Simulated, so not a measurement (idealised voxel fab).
The following is a process module called voxel self aligned vias.
cross-section cut | 165 nm wide | cells 5 nm
In what follows, cross-sections appear as grids of square cells, described through bands that run from the top down, where every band is one or more rows of cells.
This entry defines a band. It first specifies the height of the band's top and the height of its bottom in nm, and then specifies the band's materials from left to right, stating each material with its width in nm. The word "throughout" identifies a single material that fills the band from edge to edge, while the word "empty" identifies empty space.
Zero point of the height axis is 0; under it, received wafer = one material. Lowest band: continues down indefinitely, "0..down".
Read "30 to 40" as a graded width: first number on top, second number at the bottom, same change between each pair of neighbouring rows.
The designation "identical to before", where it is given for a processing step, indicates that no cell of the cross-section was altered in the course of that step.
Enclosed voids (no open way to top), threshold 8 cells or more, entry "Closed-off voids", notation width x height at distance, distance from left edge, nm.
Step line, after settings: the simulator's comment on this step.
When a step includes a mask, the "overlay nm" setting on its line states how far to the right of its planned place that mask lay, and negative values state how far to the left.
# These are the steps we planned for the process
step 1: RECEIVE (material Si)
step 2: CONFORMAL_DEP (material SiO2; thk nm 10)
step 3: CONFORMAL_DEP (material SiCN; thk nm 5)
step 4: DIRECTIONAL_DEP (material lowk; thk nm 25)
step 5: PATTERN (tone open; mask id LINES; material resist; width nm 20; pitch nm 70; thk nm 15; overlay nm 0)
step 6: DIRECTIONAL_ETCH (etch materials lowk; depth nm 25)
step 7: STRIP (etch materials resist)
step 8: CONFORMAL_DEP (material TiN; thk nm 5)
step 9: FILL_DEP (material Ru; thk nm 10)
step 10: CMP (height nm 40)
step 11: SELECTIVE_ETCH (etch materials W Ru TiN; depth nm 10)
step 12: FILL_DEP (material SiN; thk nm 10)
step 13: CMP (height nm 40)
step 14: DIRECTIONAL_DEP (material lowk; thk nm 20)
step 15: MASKED_ETCH (tone open; mask id VIAS; width nm 30; etch materials lowk; depth nm 20; overlay nm 0)
step 16: MASKED_ETCH (tone open; mask id VIAS; width nm 40; etch materials SiN; depth nm 10; overlay nm 0)
step 17: CONFORMAL_DEP (material TiN; thk nm 5)
step 18: FILL_DEP (material Ru; thk nm 5)
step 19: CMP (height nm 60)
step 20: CONFORMAL_DEP (material SiCN; thk nm 5)
Same starting wafers, different width nm at step 15. Plan value belongs to the first wafer.
# Incoming state of the first of several wafers in cross-section: after step 1
* 0..down  Si throughout
* Closed-off voids: none
# What follows is a table in which each wafer occupies a row; for the wafer as it stands at the close of the module, the row states, material by material, how many cells have been gained (+) or lost (-) since receipt, and then gives its closed voids
width nm 30; +24 Ru; +66 SiCN; +8 SiN; +66 SiO2; +32 TiN; +233 lowk; Closed-off voids: none
width nm 35; +27 Ru; +66 SiCN; +8 SiN; +66 SiO2; +33 TiN; +229 lowk; Closed-off voids: none
width nm 40; +30 Ru; +66 SiCN; +8 SiN; +66 SiO2; +34 TiN; +225 lowk; Closed-off voids: none
width nm 45; +33 Ru; +66 SiCN; +8 SiN; +66 SiO2; +35 TiN; +221 lowk; Closed-off voids: none
width nm 50; +36 Ru; +66 SiCN; +8 SiN; +66 SiO2; +36 TiN; +217 lowk; Closed-off voids: none
width nm 55; +39 Ru; +66 SiCN; +8 SiN; +66 SiO2; +37 TiN; +213 lowk; Closed-off voids: none
